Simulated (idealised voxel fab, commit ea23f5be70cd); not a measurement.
process module | voxel gate over fins
cross-section cut | 275 nm wide | cells 5 nm
A cross-section is a grid of square cells, given in bands from the top down. A band is one or more rows of cells.
Each band's line starts with the height of the band's top and of its bottom, in nm. Then come its materials from left to right, each with its width in nm. One material with "throughout" fills the band from edge to edge. "air" is empty space.
Height 0 is the level under which the wafer as received is all one material. The lowest band goes on downwards, as in "0 down".
A width such as "30 to 40" changes by the same amount from each row of cells to the next, from the band's top row to its bottom row.
"no change" after a step means that no cell of the cross-section changed.
closed voids: empty space of 8 cells or more with no open way to the top, each as width x height at its distance from the left edge, in nm
after a step's settings: what the simulator itself notes on the step
overlay nm, on a step with a mask: how far to the right of its planned place the mask lay; to the left if negative
plan
1 op RECEIVE | material Si
2 op CONFORMAL_DEP | material SiN | thk nm 10
3 op MASKED_ETCH | tone cover | mask id FINS | width nm 15 | pitch nm 40 | etch materials SiN | depth nm 10 | overlay nm 0
4 op MASKED_ETCH | tone cover | mask id FINS | width nm 15 | pitch nm 40 | etch materials Si | depth nm 35 | overlay nm 0
5 op FILL_DEP | material SiO2 | thk nm 15
6 op CMP | height nm 10
7 op SELECTIVE_ETCH | etch materials SiO2 | depth nm 25
8 op STRIP | etch materials SiN
9 op CONFORMAL_DEP | material HfO2 | thk nm 5
10 op CONFORMAL_DEP | material TiN | thk nm 5
11 op FILL_DEP | material W | thk nm 10
12 op CMP | height nm 15
13 op CONFORMAL_DEP | material SiN | thk nm 10
varied across the wafers: width nm of step 4. The plan shows the first wafer's value. All wafers start alike
first wafer as received, after step 1
  0 down: Si throughout
  closed voids: none
each wafer at the end: cells of each material gained (+) or lost (-) since it was received, then its closed voids
width nm 15 | +67 HfO2 | -343 Si | +110 SiN | +196 SiO2 | +67 TiN | +178 W | closed voids: none
width nm 20 | +67 HfO2 | -329 Si | +110 SiN | +188 SiO2 | +67 TiN | +172 W | closed voids: none
width nm 25 | +67 HfO2 | -315 Si | +110 SiN | +180 SiO2 | +64 TiN | +169 W | closed voids: none
